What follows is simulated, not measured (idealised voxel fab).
The process module presented herein is designated voxel capacitor over wiring.
The cross-section on display is named cut; it measures 270 nm wide, and its cells are 5 nm squares.
A cross-section is a grid of square cells, given in bands from the top down. A band is one or more rows of cells. First you get the band's top height and its bottom height, in nm, and then the materials it's made of, left to right, with each width in nm. If you see a single material with "everywhere", that one covers the band edge to edge. "air" is empty space. Heights are reckoned from 0. Under this level, the received wafer is all of one material. The bottommost band is open-ended downward, for example "from 0 down". A width such as "30..40" changes by the same amount from each row of cells to the next, from the band's top row to its bottom row. A step reported as "all unchanged" is a step in which no cell of the cross-section changed. Entry "Closed void table" = empty spaces >= 8 cells with no open way to the top; each as width x height at distance, distance from left edge, all nm. Past the settings on a step's line: simulator remark, on that step. overlay nm: mask right of planned place by this much (step with mask). Neg. = left. From here on the document is pairs. In a pair, the cross-section before one process step comes with the cross-section after it, and the latter goes no deeper than the lowest band that changed. What lies in between, the step and its settings, is written under the pair. A pair may be from a different run of this module on the same starting wafer than the pair above it, so it continues from that pair only where its entry headed "Prior to processing" says so.

# Prior to processing
* from 90 to 80  85 of air; 75 of aC; 110 of air
* from 80 to 75  85 of air; 75 of TiN; 110 of air
* from 75 to 70  85 of aC; 75 of TiN; 110 of aC
* from 70 to 65  85 of aC; 75 of SiN; 110 of aC
* from 65 to 60  TiN everywhere
* from 60 to 45  85 of SiO2; 15 of Ru; 170 of SiO2
* from 45 to 40  85 of SiCN; 15 of Ru; 170 of SiCN
* from 40 to 35  70 of SiCN; 40 of Ru; 55 of SiCN; 40 of Ru; 65 of SiCN
* from 35 to 20  75 of lowk; 5 of TiN; 20 of W; 5 of TiN; 65 of lowk; 5 of TiN; 20 of W; 5 of TiN; 70 of lowk
* from 20 to 15  75 of SiCN; 30 of TiN; 65 of SiCN; 30 of TiN; 70 of SiCN
* from 15 to 0  SiO2 everywhere
* from 0 down  Si everywhere
* Closed void table: none

# After the Step
* from 115 to 90  80 of air; 85 of resist; 105 of air
* from 90 to 80  80 of air; 5 of resist; 75 of aC; 5 of resist; 105 of air
* from 80 to 75  80 of air; 5 of resist; 75 of TiN; 5 of resist; 105 of air
* Note: structure below 75 unchanged.
* Closed void table: none
The step carried out between the cross-section before it and the cross-section after it, both shown above, is PATTERN, tone cover, mask id LOWER_PLATE, material resist, width nm 85, thk nm 25, overlay nm 0

Prior to processing: The pre-step condition corresponds to the post-step cross-section depicted in the pair directly above.

# After the Step
* from 105 to 90  80 of air; 85 of resist; 105 of air
* from 90 to 80  80 of air; 5 of resist; 75 of aC; 5 of resist; 105 of air
* from 80 to 75  80 of air; 5 of resist; 75 of TiN; 5 of resist; 105 of air
* from 75 to 70  80 of air; 5 of aC; 75 of TiN; 5 of aC; 105 of air
* from 70 to 65  80 of air; 5 of aC; 75 of SiN; 5 of aC; 105 of air
* Note: structure below 65 unchanged.
* Closed void table: none
The step carried out between the cross-section before it and the cross-section after it, both shown above, is DIRECTIONAL_ETCH, etch materials aC, depth nm 10

Prior to processing: The pre-step condition corresponds to the post-step cross-section depicted in the pair directly above.

# After the Step
* from 90 to 80  85 of air; 75 of aC; 110 of air
* from 80 to 75  85 of air; 75 of TiN; 110 of air
* Note: structure below 75 unchanged.
* Closed void table: none
The step carried out between the cross-section before it and the cross-section after it, both shown above, is STRIP, etch materials resist

Prior to processing: The pre-step condition corresponds to the post-step cross-section depicted in the pair directly above.

# After the Step
* from 90 to 80  85 of air; 75 of aC; 110 of air
* from 80 to 75  85 of air; 75 of TiN; 110 of air
* from 75 to 70  80 of air; 5 of aC; 75 of TiN; 5 of aC; 105 of air
* from 70 to 65  80 of air; 5 of aC; 75 of SiN; 5 of aC; 105 of air
* from 65 to 60  80 of air; 85 of TiN; 105 of air
* Note: structure below 60 unchanged.
* Closed void table: none
The step carried out between the cross-section before it and the cross-section after it, both shown above, is DIRECTIONAL_ETCH, etch materials TiN, depth nm 5

Prior to processing: The pre-step condition corresponds to the post-step cross-section depicted in the pair directly above.

# After the Step
* from 80 to 70  85 of air; 75 of TiN; 110 of air
* from 70 to 65  85 of air; 75 of SiN; 110 of air
* Note: structure below 65 unchanged.
* Closed void table: none
The step carried out between the cross-section before it and the cross-section after it, both shown above, is STRIP, etch materials aC

Prior to processing: The pre-step condition corresponds to the post-step cross-section depicted in the pair directly above.

# After the Step
* from 100 to 80  SiO2 everywhere
* from 80 to 70  85 of SiO2; 75 of TiN; 110 of SiO2
* from 70 to 65  85 of SiO2; 75 of SiN; 110 of SiO2
* from 65 to 60  80 of SiO2; 85 of TiN; 105 of SiO2
* Note: structure below 60 unchanged.
* Closed void table: none
The step carried out between the cross-section before it and the cross-section after it, both shown above, is FILL_DEP, material SiO2, thk nm 20

Prior to processing: The pre-step condition corresponds to the post-step cross-section depicted in the pair directly above.

# After the Step
* from 95 to 80  SiO2 everywhere
* Note: structure below 80 unchanged.
* Closed void table: none
The step carried out between the cross-section before it and the cross-section after it, both shown above, is CMP, height nm 95

Prior to processing: The pre-step condition corresponds to the post-step cross-section depicted in the pair directly above.

# After the Step
* from 115 to 95  95 of resist; 15 of air; 160 of resist
* Note: structure below 95 unchanged.
* Closed void table: none
The step carried out between the cross-section before it and the cross-section after it, both shown above, is PATTERN, tone open, mask id PLUG_2, material resist, width nm 15, thk nm 20, overlay nm 0

Prior to processing: The pre-step condition corresponds to the post-step cross-section depicted in the pair directly above.

# After the Step
* from 115 to 95  95 of resist; 15 of air; 160 of resist
* from 95 to 80  95 of SiO2; 15 of air; 160 of SiO2
* Note: structure below 80 unchanged.
* Closed void table: none
The step carried out between the cross-section before it and the cross-section after it, both shown above, is DIRECTIONAL_ETCH, etch materials SiO2, depth nm 15

Prior to processing: The pre-step condition corresponds to the post-step cross-section depicted in the pair directly above.

# After the Step
* from 95 to 80  95 of SiO2; 15 of air; 160 of SiO2
* Note: structure below 80 unchanged.
* Closed void table: none
The step carried out between the cross-section before it and the cross-section after it, both shown above, is STRIP, etch materials resist

Prior to processing: The pre-step condition corresponds to the post-step cross-section depicted in the pair directly above.

# After the Step
* from 100 to 95  100 of TiN; 5 of air; 165 of TiN
* from 95 to 85  95 of SiO2; 5 of TiN; 5 of air; 5 of TiN; 160 of SiO2
* from 85 to 80  95 of SiO2; 15 of TiN; 160 of SiO2
* Note: structure below 80 unchanged.
* Closed void table: none
The step carried out between the cross-section before it and the cross-section after it, both shown above, is CONFORMAL_DEP, material TiN, thk nm 5

Prior to processing: The pre-step condition corresponds to the post-step cross-section depicted in the pair directly above.

# After the Step
* from 110 to 100  W everywhere
* from 100 to 95  100 of TiN; 5 of W; 165 of TiN
* from 95 to 85  95 of SiO2; 5 of TiN; 5 of W; 5 of TiN; 160 of SiO2
* Note: structure below 85 unchanged.
* Closed void table: none
The step carried out between the cross-section before it and the cross-section after it, both shown above, is FILL_DEP, material W, thk nm 10

Prior to processing: The pre-step condition corresponds to the post-step cross-section depicted in the pair directly above.

# After the Step
* from 95 to 85  95 of SiO2; 5 of TiN; 5 of W; 5 of TiN; 160 of SiO2
* Note: structure below 85 unchanged.
* Closed void table: none
The step carried out between the cross-section before it and the cross-section after it, both shown above, is CMP, height nm 95

Prior to processing: The pre-step condition corresponds to the post-step cross-section depicted in the pair directly above.

# After the Step
* from 100 to 95  SiCN everywhere
* Note: structure below 95 unchanged.
* Closed void table: none
The step carried out between the cross-section before it and the cross-section after it, both shown above, is CONFORMAL_DEP, material SiCN, thk nm 5

# Prior to processing
* from 60 to 45  85 of SiO2; 15 of air; 170 of SiO2
* from 45 to 40  SiCN everywhere
* from 40 to 35  70 of SiCN; 35 of Ru; 60 of SiCN; 35 of Ru; 70 of SiCN
* from 35 to 20  75 of lowk; 5 of TiN; 15 of W; 5 of TiN; 70 of lowk; 5 of TiN; 15 of W; 5 of TiN; 75 of lowk
* from 20 to 15  75 of SiCN; 25 of TiN; 70 of SiCN; 25 of TiN; 75 of SiCN
* from 15 to 0  SiO2 everywhere
* from 0 down  Si everywhere
* Closed void table: none

# After the Step
* from 60 to 45  85 of SiO2; 15 of air; 170 of SiO2
* from 45 to 40  95 of SiCN; 5 of air; 170 of SiCN
* Note: structure below 40 unchanged.
* Closed void table: none
The step carried out between the cross-section before it and the cross-section after it, both shown above, is MASKED_ETCH, tone open, mask id PLUG_1, width nm 15, etch materials SiCN, depth nm 5, overlay nm 10

Prior to processing: The pre-step condition corresponds to the post-step cross-section depicted in the pair directly above.

# After the Step
* from 60 to 50  85 of SiO2; 15 of air; 170 of SiO2
* from 50 to 45  85 of SiO2; 5 of air; 10 of Ru; 170 of SiO2
* from 45 to 40  95 of SiCN; 5 of Ru; 170 of SiCN
* Note: structure below 40 unchanged.
* Closed void table: none
The step carried out between the cross-section before it and the cross-section after it, both shown above, is EPI, material Ru, thk nm 10

Prior to processing: The pre-step condition corresponds to the post-step cross-section depicted in the pair directly above.

# After the Step
* from 60 to 45  85 of SiO2; 15 of Ru; 170 of SiO2
* Note: structure below 45 unchanged.
* Closed void table: none
The step carried out between the cross-section before it and the cross-section after it, both shown above, is EPI, material Ru, thk nm 10

Prior to processing: The pre-step condition corresponds to the post-step cross-section depicted in the pair directly above.

# After the Step
* from 65 to 60  TiN everywhere
* Note: structure below 60 unchanged.
* Closed void table: none
The step carried out between the cross-section before it and the cross-section after it, both shown above, is DIRECTIONAL_DEP, material TiN, thk nm 5

Prior to processing: The pre-step condition corresponds to the post-step cross-section depicted in the pair directly above.

# After the Step
* from 70 to 65  SiN everywhere
* Note: structure below 65 unchanged.
* Closed void table: none
The step carried out between the cross-section before it and the cross-section after it, both shown above, is DIRECTIONAL_DEP, material SiN, thk nm 5

Prior to processing: The pre-step condition corresponds to the post-step cross-section depicted in the pair directly above.

# After the Step
* from 80 to 70  TiN everywhere
* Note: structure below 70 unchanged.
* Closed void table: none
The step carried out between the cross-section before it and the cross-section after it, both shown above, is DIRECTIONAL_DEP, material TiN, thk nm 10

Prior to processing: The pre-step condition corresponds to the post-step cross-section depicted in the pair directly above.

# After the Step
* from 80 to 70  85 of air; 75 of TiN; 110 of air
* Note: structure below 70 unchanged.
* Closed void table: none
The step carried out between the cross-section before it and the cross-section after it, both shown above, is MASKED_ETCH, tone cover, mask id UPPER_PLATE, width nm 75, etch materials TiN, depth nm 10, overlay nm 0

Prior to processing: The pre-step condition corresponds to the post-step cross-section depicted in the pair directly above.

# After the Step
* from 80 to 70  85 of air; 75 of TiN; 110 of air
* from 70 to 65  85 of air; 75 of SiN; 110 of air
* Note: structure below 65 unchanged.
* Closed void table: none
The step carried out between the cross-section before it and the cross-section after it, both shown above, is MASKED_ETCH, tone cover, mask id UPPER_PLATE, width nm 75, etch materials SiN, depth nm 5, overlay nm 0

Prior to processing: The pre-step condition corresponds to the post-step cross-section depicted in the pair directly above.

# After the Step
* from 90 to 80  85 of air; 75 of aC; 110 of air
* from 80 to 75  85 of air; 75 of TiN; 110 of air
* from 75 to 70  85 of aC; 75 of TiN; 110 of aC
* from 70 to 65  85 of aC; 75 of SiN; 110 of aC
* Note: structure below 65 unchanged.
* Closed void table: none
The step carried out between the cross-section before it and the cross-section after it, both shown above, is DIRECTIONAL_DEP, material aC, thk nm 10

Prior to processing: The pre-step condition corresponds to the post-step cross-section depicted in the pair directly above.

# After the Step
* from 115 to 90  80 of air; 85 of resist; 105 of air
* from 90 to 80  80 of air; 5 of resist; 75 of aC; 5 of resist; 105 of air
* from 80 to 75  80 of air; 5 of resist; 75 of TiN; 5 of resist; 105 of air
* Note: structure below 75 unchanged.
* Closed void table: none
The step carried out between the cross-section before it and the cross-section after it, both shown above, is PATTERN, tone cover, mask id LOWER_PLATE, material resist, width nm 85, thk nm 25, overlay nm 0

Prior to processing: The pre-step condition corresponds to the post-step cross-section depicted in the pair directly above.

# After the Step
* from 105 to 90  80 of air; 85 of resist; 105 of air
* from 90 to 80  80 of air; 5 of resist; 75 of aC; 5 of resist; 105 of air
* from 80 to 75  80 of air; 5 of resist; 75 of TiN; 5 of resist; 105 of air
* from 75 to 70  80 of air; 5 of aC; 75 of TiN; 5 of aC; 105 of air
* from 70 to 65  80 of air; 5 of aC; 75 of SiN; 5 of aC; 105 of air
* Note: structure below 65 unchanged.
* Closed void table: none
The step carried out between the cross-section before it and the cross-section after it, both shown above, is DIRECTIONAL_ETCH, etch materials aC, depth nm 10

Prior to processing: The pre-step condition corresponds to the post-step cross-section depicted in the pair directly above.

# After the Step
* from 90 to 80  85 of air; 75 of aC; 110 of air
* from 80 to 75  85 of air; 75 of TiN; 110 of air
* Note: structure below 75 unchanged.
* Closed void table: none
The step carried out between the cross-section before it and the cross-section after it, both shown above, is STRIP, etch materials resist

Prior to processing: The pre-step condition corresponds to the post-step cross-section depicted in the pair directly above.

# After the Step
* from 90 to 80  85 of air; 75 of aC; 110 of air
* from 80 to 75  85 of air; 75 of TiN; 110 of air
* from 75 to 70  80 of air; 5 of aC; 75 of TiN; 5 of aC; 105 of air
* from 70 to 65  80 of air; 5 of aC; 75 of SiN; 5 of aC; 105 of air
* from 65 to 60  80 of air; 85 of TiN; 105 of air
* Note: structure below 60 unchanged.
* Closed void table: none
The step carried out between the cross-section before it and the cross-section after it, both shown above, is DIRECTIONAL_ETCH, etch materials TiN, depth nm 5

Prior to processing: The pre-step condition corresponds to the post-step cross-section depicted in the pair directly above.

# After the Step
* from 80 to 70  85 of air; 75 of TiN; 110 of air
* from 70 to 65  85 of air; 75 of SiN; 110 of air
* Note: structure below 65 unchanged.
* Closed void table: none
The step carried out between the cross-section before it and the cross-section after it, both shown above, is STRIP, etch materials aC

Prior to processing: The pre-step condition corresponds to the post-step cross-section depicted in the pair directly above.

# After the Step
* from 100 to 80  SiO2 everywhere
* from 80 to 70  85 of SiO2; 75 of TiN; 110 of SiO2
* from 70 to 65  85 of SiO2; 75 of SiN; 110 of SiO2
* from 65 to 60  80 of SiO2; 85 of TiN; 105 of SiO2
* Note: structure below 60 unchanged.
* Closed void table: none
The step carried out between the cross-section before it and the cross-section after it, both shown above, is FILL_DEP, material SiO2, thk nm 20

Prior to processing: The pre-step condition corresponds to the post-step cross-section depicted in the pair directly above.

# After the Step
* from 95 to 80  SiO2 everywhere
* Note: structure below 80 unchanged.
* Closed void table: none
The step carried out between the cross-section before it and the cross-section after it, both shown above, is CMP, height nm 95

Prior to processing: The pre-step condition corresponds to the post-step cross-section depicted in the pair directly above.

# After the Step
* from 115 to 95  95 of resist; 15 of air; 160 of resist
* Note: structure below 95 unchanged.
* Closed void table: none
The step carried out between the cross-section before it and the cross-section after it, both shown above, is PATTERN, tone open, mask id PLUG_2, material resist, width nm 15, thk nm 20, overlay nm 0

Prior to processing: The pre-step condition corresponds to the post-step cross-section depicted in the pair directly above.

# After the Step
* from 115 to 95  95 of resist; 15 of air; 160 of resist
* from 95 to 80  95 of SiO2; 15 of air; 160 of SiO2
* Note: structure below 80 unchanged.
* Closed void table: none
The step carried out between the cross-section before it and the cross-section after it, both shown above, is DIRECTIONAL_ETCH, etch materials SiO2, depth nm 15

Prior to processing: The pre-step condition corresponds to the post-step cross-section depicted in the pair directly above.

# After the Step
* from 95 to 80  95 of SiO2; 15 of air; 160 of SiO2
* Note: structure below 80 unchanged.
* Closed void table: none
The step carried out between the cross-section before it and the cross-section after it, both shown above, is STRIP, etch materials resist

Prior to processing: The pre-step condition corresponds to the post-step cross-section depicted in the pair directly above.

# After the Step
* from 100 to 95  100 of TiN; 5 of air; 165 of TiN
* from 95 to 85  95 of SiO2; 5 of TiN; 5 of air; 5 of TiN; 160 of SiO2
* from 85 to 80  95 of SiO2; 15 of TiN; 160 of SiO2
* Note: structure below 80 unchanged.
* Closed void table: none
The step carried out between the cross-section before it and the cross-section after it, both shown above, is CONFORMAL_DEP, material TiN, thk nm 5

Prior to processing: The pre-step condition corresponds to the post-step cross-section depicted in the pair directly above.

# After the Step
* from 110 to 100  W everywhere
* from 100 to 95  100 of TiN; 5 of W; 165 of TiN
* from 95 to 85  95 of SiO2; 5 of TiN; 5 of W; 5 of TiN; 160 of SiO2
* Note: structure below 85 unchanged.
* Closed void table: none
The step carried out between the cross-section before it and the cross-section after it, both shown above, is FILL_DEP, material W, thk nm 10

Prior to processing: The pre-step condition corresponds to the post-step cross-section depicted in the pair directly above.

# After the Step
* from 95 to 85  95 of SiO2; 5 of TiN; 5 of W; 5 of TiN; 160 of SiO2
* Note: structure below 85 unchanged.
* Closed void table: none
The step carried out between the cross-section before it and the cross-section after it, both shown above, is CMP, height nm 95

Prior to processing: The pre-step condition corresponds to the post-step cross-section depicted in the pair directly above.

# After the Step
* from 100 to 95  SiCN everywhere
* Note: structure below 95 unchanged.
* Closed void table: none
The step carried out between the cross-section before it and the cross-section after it, both shown above, is CONFORMAL_DEP, material SiCN, thk nm 5

# Prior to processing
* from 20 to 15  SiCN everywhere
* from 15 to 0  SiO2 everywhere
* from 0 down  Si everywhere
* Closed void table: none

# After the Step
* from 35 to 20  W everywhere
* Note: structure below 20 unchanged.
* Closed void table: none
The step carried out between the cross-section before it and the cross-section after it, both shown above, is DIRECTIONAL_DEP, material W, thk nm 15

Prior to processing: The pre-step condition corresponds to the post-step cross-section depicted in the pair directly above.

# After the Step
* from 50 to 35  75 of resist; 25 of air; 70 of resist; 25 of air; 75 of resist
* Note: structure below 35 unchanged.
* Closed void table: none
The step carried out between the cross-section before it and the cross-section after it, both shown above, is PATTERN, tone open, mask id METAL_1, material resist, width nm 25, pitch nm 95, thk nm 15, overlay nm 0

Prior to processing: The pre-step condition corresponds to the post-step cross-section depicted in the pair directly above.

# After the Step
* from 35 to 20  W everywhere
* Note: structure below 20 unchanged.
* Closed void table: none
The step carried out between the cross-section before it and the cross-section after it, both shown above, is STRIP, etch materials resist

Prior to processing: The pre-step condition corresponds to the post-step cross-section depicted in the pair directly above.

# After the Step
* from 40 to 35  TiN everywhere
* Note: structure below 35 unchanged.
* Closed void table: none
The step carried out between the cross-section before it and the cross-section after it, both shown above, is CONFORMAL_DEP, material TiN, thk nm 5

Prior to processing: The pre-step condition corresponds to the post-step cross-section depicted in the pair directly above.

# After the Step
* from 50 to 40  W everywhere
* Note: structure below 40 unchanged.
* Closed void table: none
The step carried out between the cross-section before it and the cross-section after it, both shown above, is FILL_DEP, material W, thk nm 10

Prior to processing: The pre-step condition corresponds to the post-step cross-section depicted in the pair directly above.

# After the Step
* from 35 to 20  W everywhere
* Note: structure below 20 unchanged.
* Closed void table: none
The step carried out between the cross-section before it and the cross-section after it, both shown above, is CMP, height nm 35

Prior to processing: The pre-step condition corresponds to the post-step cross-section depicted in the pair directly above.

# After the Step
* from 40 to 35  Ru everywhere
* Note: structure below 35 unchanged.
* Closed void table: none
The step carried out between the cross-section before it and the cross-section after it, both shown above, is EPI, material Ru, thk nm 5

Prior to processing: The pre-step condition corresponds to the post-step cross-section depicted in the pair directly above.

# After the Step
* from 45 to 40  SiCN everywhere
* Note: structure below 40 unchanged.
* Closed void table: none
The step carried out between the cross-section before it and the cross-section after it, both shown above, is FILL_DEP, material SiCN, thk nm 5

Prior to processing: The pre-step condition corresponds to the post-step cross-section depicted in the pair directly above.

# After the Step
* from 60 to 45  SiO2 everywhere
* Note: structure below 45 unchanged.
* Closed void table: none
The step carried out between the cross-section before it and the cross-section after it, both shown above, is DIRECTIONAL_DEP, material SiO2, thk nm 15

Prior to processing: The pre-step condition corresponds to the post-step cross-section depicted in the pair directly above.

# After the Step
* from 60 to 45  85 of SiO2; 15 of air; 170 of SiO2
* Note: structure below 45 unchanged.
* Closed void table: none
The step carried out between the cross-section before it and the cross-section after it, both shown above, is MASKED_ETCH, tone open, mask id PLUG_1, width nm 15, etch materials SiO2, depth nm 15, overlay nm 0

Prior to processing: The pre-step condition corresponds to the post-step cross-section depicted in the pair directly above.

# After the Step
* from 60 to 45  85 of SiO2; 15 of air; 170 of SiO2
* from 45 to 40  85 of SiCN; 15 of air; 170 of SiCN
* Note: structure below 40 unchanged.
* Closed void table: none
The step carried out between the cross-section before it and the cross-section after it, both shown above, is MASKED_ETCH, tone open, mask id PLUG_1, width nm 15, etch materials SiCN, depth nm 5, overlay nm 0

Prior to processing: The pre-step condition corresponds to the post-step cross-section depicted in the pair directly above.

# After the Step
* from 60 to 50  85 of SiO2; 15 of air; 170 of SiO2
* from 50 to 45  85 of SiO2; 15 of Ru; 170 of SiO2
* from 45 to 40  85 of SiCN; 15 of Ru; 170 of SiCN
* Note: structure below 40 unchanged.
* Closed void table: none
The step carried out between the cross-section before it and the cross-section after it, both shown above, is EPI, material Ru, thk nm 10

Prior to processing: The pre-step condition corresponds to the post-step cross-section depicted in the pair directly above.

# After the Step
* from 60 to 45  85 of SiO2; 15 of Ru; 170 of SiO2
* Note: structure below 45 unchanged.
* Closed void table: none
The step carried out between the cross-section before it and the cross-section after it, both shown above, is EPI, material Ru, thk nm 10

Prior to processing: The pre-step condition corresponds to the post-step cross-section depicted in the pair directly above.

# After the Step
* from 65 to 60  TiN everywhere
* Note: structure below 60 unchanged.
* Closed void table: none
The step carried out between the cross-section before it and the cross-section after it, both shown above, is DIRECTIONAL_DEP, material TiN, thk nm 5

Prior to processing: The pre-step condition corresponds to the post-step cross-section depicted in the pair directly above.

# After the Step
* from 70 to 65  SiN everywhere
* Note: structure below 65 unchanged.
* Closed void table: none
The step carried out between the cross-section before it and the cross-section after it, both shown above, is DIRECTIONAL_DEP, material SiN, thk nm 5

Prior to processing: The pre-step condition corresponds to the post-step cross-section depicted in the pair directly above.

# After the Step
* from 80 to 70  TiN everywhere
* Note: structure below 70 unchanged.
* Closed void table: none
The step carried out between the cross-section before it and the cross-section after it, both shown above, is DIRECTIONAL_DEP, material TiN, thk nm 10

Prior to processing: The pre-step condition corresponds to the post-step cross-section depicted in the pair directly above.

# After the Step
* from 80 to 70  85 of air; 75 of TiN; 110 of air
* Note: structure below 70 unchanged.
* Closed void table: none
The step carried out between the cross-section before it and the cross-section after it, both shown above, is MASKED_ETCH, tone cover, mask id UPPER_PLATE, width nm 75, etch materials TiN, depth nm 10, overlay nm 0

Prior to processing: The pre-step condition corresponds to the post-step cross-section depicted in the pair directly above.

# After the Step
* from 80 to 70  85 of air; 75 of TiN; 110 of air
* from 70 to 65  85 of air; 75 of SiN; 110 of air
* Note: structure below 65 unchanged.
* Closed void table: none
The step carried out between the cross-section before it and the cross-section after it, both shown above, is MASKED_ETCH, tone cover, mask id UPPER_PLATE, width nm 75, etch materials SiN, depth nm 5, overlay nm 0

Prior to processing: The pre-step condition corresponds to the post-step cross-section depicted in the pair directly above.

# After the Step
* from 90 to 80  85 of air; 75 of aC; 110 of air
* from 80 to 75  85 of air; 75 of TiN; 110 of air
* from 75 to 70  85 of aC; 75 of TiN; 110 of aC
* from 70 to 65  85 of aC; 75 of SiN; 110 of aC
* Note: structure below 65 unchanged.
* Closed void table: none
The step carried out between the cross-section before it and the cross-section after it, both shown above, is DIRECTIONAL_DEP, material aC, thk nm 10

Prior to processing: The pre-step condition corresponds to the post-step cross-section depicted in the pair directly above.

# After the Step
* from 115 to 90  80 of air; 85 of resist; 105 of air
* from 90 to 80  80 of air; 5 of resist; 75 of aC; 5 of resist; 105 of air
* from 80 to 75  80 of air; 5 of resist; 75 of TiN; 5 of resist; 105 of air
* Note: structure below 75 unchanged.
* Closed void table: none
The step carried out between the cross-section before it and the cross-section after it, both shown above, is PATTERN, tone cover, mask id LOWER_PLATE, material resist, width nm 85, thk nm 25, overlay nm 0

Prior to processing: The pre-step condition corresponds to the post-step cross-section depicted in the pair directly above.

# After the Step
* from 105 to 90  80 of air; 85 of resist; 105 of air
* from 90 to 80  80 of air; 5 of resist; 75 of aC; 5 of resist; 105 of air
* from 80 to 75  80 of air; 5 of resist; 75 of TiN; 5 of resist; 105 of air
* from 75 to 70  80 of air; 5 of aC; 75 of TiN; 5 of aC; 105 of air
* from 70 to 65  80 of air; 5 of aC; 75 of SiN; 5 of aC; 105 of air
* Note: structure below 65 unchanged.
* Closed void table: none
The step carried out between the cross-section before it and the cross-section after it, both shown above, is DIRECTIONAL_ETCH, etch materials aC, depth nm 10

Prior to processing: The pre-step condition corresponds to the post-step cross-section depicted in the pair directly above.

# After the Step
* from 90 to 80  85 of air; 75 of aC; 110 of air
* from 80 to 75  85 of air; 75 of TiN; 110 of air
* Note: structure below 75 unchanged.
* Closed void table: none
The step carried out between the cross-section before it and the cross-section after it, both shown above, is STRIP, etch materials resist

Prior to processing: The pre-step condition corresponds to the post-step cross-section depicted in the pair directly above.

# After the Step
* from 90 to 80  85 of air; 75 of aC; 110 of air
* from 80 to 75  85 of air; 75 of TiN; 110 of air
* from 75 to 70  80 of air; 5 of aC; 75 of TiN; 5 of aC; 105 of air
* from 70 to 65  80 of air; 5 of aC; 75 of SiN; 5 of aC; 105 of air
* from 65 to 60  80 of air; 85 of TiN; 105 of air
* Note: structure below 60 unchanged.
* Closed void table: none
The step carried out between the cross-section before it and the cross-section after it, both shown above, is DIRECTIONAL_ETCH, etch materials TiN, depth nm 5

Prior to processing: The pre-step condition corresponds to the post-step cross-section depicted in the pair directly above.

# After the Step
* from 80 to 70  85 of air; 75 of TiN; 110 of air
* from 70 to 65  85 of air; 75 of SiN; 110 of air
* Note: structure below 65 unchanged.
* Closed void table: none
The step carried out between the cross-section before it and the cross-section after it, both shown above, is STRIP, etch materials aC

Prior to processing: The pre-step condition corresponds to the post-step cross-section depicted in the pair directly above.

# After the Step
* from 100 to 80  SiO2 everywhere
* from 80 to 70  85 of SiO2; 75 of TiN; 110 of SiO2
* from 70 to 65  85 of SiO2; 75 of SiN; 110 of SiO2
* from 65 to 60  80 of SiO2; 85 of TiN; 105 of SiO2
* Note: structure below 60 unchanged.
* Closed void table: none
The step carried out between the cross-section before it and the cross-section after it, both shown above, is FILL_DEP, material SiO2, thk nm 20

Prior to processing: The pre-step condition corresponds to the post-step cross-section depicted in the pair directly above.

# After the Step
* from 95 to 80  SiO2 everywhere
* Note: structure below 80 unchanged.
* Closed void table: none
The step carried out between the cross-section before it and the cross-section after it, both shown above, is CMP, height nm 95

Prior to processing: The pre-step condition corresponds to the post-step cross-section depicted in the pair directly above.

# After the Step
* from 115 to 95  95 of resist; 15 of air; 160 of resist
* Note: structure below 95 unchanged.
* Closed void table: none
The step carried out between the cross-section before it and the cross-section after it, both shown above, is PATTERN, tone open, mask id PLUG_2, material resist, width nm 15, thk nm 20, overlay nm 0

Prior to processing: The pre-step condition corresponds to the post-step cross-section depicted in the pair directly above.

# After the Step
* from 115 to 95  95 of resist; 15 of air; 160 of resist
* from 95 to 80  95 of SiO2; 15 of air; 160 of SiO2
* Note: structure below 80 unchanged.
* Closed void table: none
The step carried out between the cross-section before it and the cross-section after it, both shown above, is DIRECTIONAL_ETCH, etch materials SiO2, depth nm 15

Prior to processing: The pre-step condition corresponds to the post-step cross-section depicted in the pair directly above.

# After the Step
* from 95 to 80  95 of SiO2; 15 of air; 160 of SiO2
* Note: structure below 80 unchanged.
* Closed void table: none
The step carried out between the cross-section before it and the cross-section after it, both shown above, is STRIP, etch materials resist

Prior to processing: The pre-step condition corresponds to the post-step cross-section depicted in the pair directly above.

# After the Step
* from 100 to 95  100 of TiN; 5 of air; 165 of TiN
* from 95 to 85  95 of SiO2; 5 of TiN; 5 of air; 5 of TiN; 160 of SiO2
* from 85 to 80  95 of SiO2; 15 of TiN; 160 of SiO2
* Note: structure below 80 unchanged.
* Closed void table: none
The step carried out between the cross-section before it and the cross-section after it, both shown above, is CONFORMAL_DEP, material TiN, thk nm 5

Prior to processing: The pre-step condition corresponds to the post-step cross-section depicted in the pair directly above.

# After the Step
* from 110 to 100  W everywhere
* from 100 to 95  100 of TiN; 5 of W; 165 of TiN
* from 95 to 85  95 of SiO2; 5 of TiN; 5 of W; 5 of TiN; 160 of SiO2
* Note: structure below 85 unchanged.
* Closed void table: none
The step carried out between the cross-section before it and the cross-section after it, both shown above, is FILL_DEP, material W, thk nm 10

Prior to processing: The pre-step condition corresponds to the post-step cross-section depicted in the pair directly above.

# After the Step
* from 95 to 85  95 of SiO2; 5 of TiN; 5 of W; 5 of TiN; 160 of SiO2
* Note: structure below 85 unchanged.
* Closed void table: none
The step carried out between the cross-section before it and the cross-section after it, both shown above, is CMP, height nm 95

Prior to processing: The pre-step condition corresponds to the post-step cross-section depicted in the pair directly above.

# After the Step
* from 100 to 95  SiCN everywhere
* Note: structure below 95 unchanged.
* Closed void table: none
The step carried out between the cross-section before it and the cross-section after it, both shown above, is CONFORMAL_DEP, material SiCN, thk nm 5

# Prior to processing
* from 35 to 20  lowk everywhere
* from 20 to 15  SiCN everywhere
* from 15 to 0  SiO2 everywhere
* from 0 down  Si everywhere
* Closed void table: none

# After the Step
* from 50 to 35  75 of air; 25 of resist; 70 of air; 25 of resist; 75 of air
* Note: structure below 35 unchanged.
* Closed void table: none
The step carried out between the cross-section before it and the cross-section after it, both shown above, is PATTERN, tone cover, mask id METAL_1, material resist, width nm 25, pitch nm 95, thk nm 15, overlay nm 0

Prior to processing: The pre-step condition corresponds to the post-step cross-section depicted in the pair directly above.

# After the Step
* from 50 to 35  75 of air; 25 of resist; 70 of air; 25 of resist; 75 of air
* from 35 to 20  75 of air; 25 of lowk; 70 of air; 25 of lowk; 75 of air
* Note: structure below 20 unchanged.
* Closed void table: none
The step carried out between the cross-section before it and the cross-section after it, both shown above, is DIRECTIONAL_ETCH, etch materials lowk, depth nm 15

Prior to processing: The pre-step condition corresponds to the post-step cross-section depicted in the pair directly above.

# After the Step
* from 50 to 35  75 of air; 25 of resist; 70 of air; 25 of resist; 75 of air
* from 35 to 20  75 of air; 25 of lowk; 70 of air; 25 of lowk; 75 of air
* from 20 to 15  75 of air; 25 of SiCN; 70 of air; 25 of SiCN; 75 of air
* Note: structure below 15 unchanged.
* Closed void table: none
The step carried out between the cross-section before it and the cross-section after it, both shown above, is DIRECTIONAL_ETCH, etch materials SiCN, depth nm 5

Prior to processing: The pre-step condition corresponds to the post-step cross-section depicted in the pair directly above.

# After the Step
* from 35 to 20  75 of air; 25 of lowk; 70 of air; 25 of lowk; 75 of air
* Note: structure below 20 unchanged.
* Closed void table: none
The step carried out between the cross-section before it and the cross-section after it, both shown above, is STRIP, etch materials resist
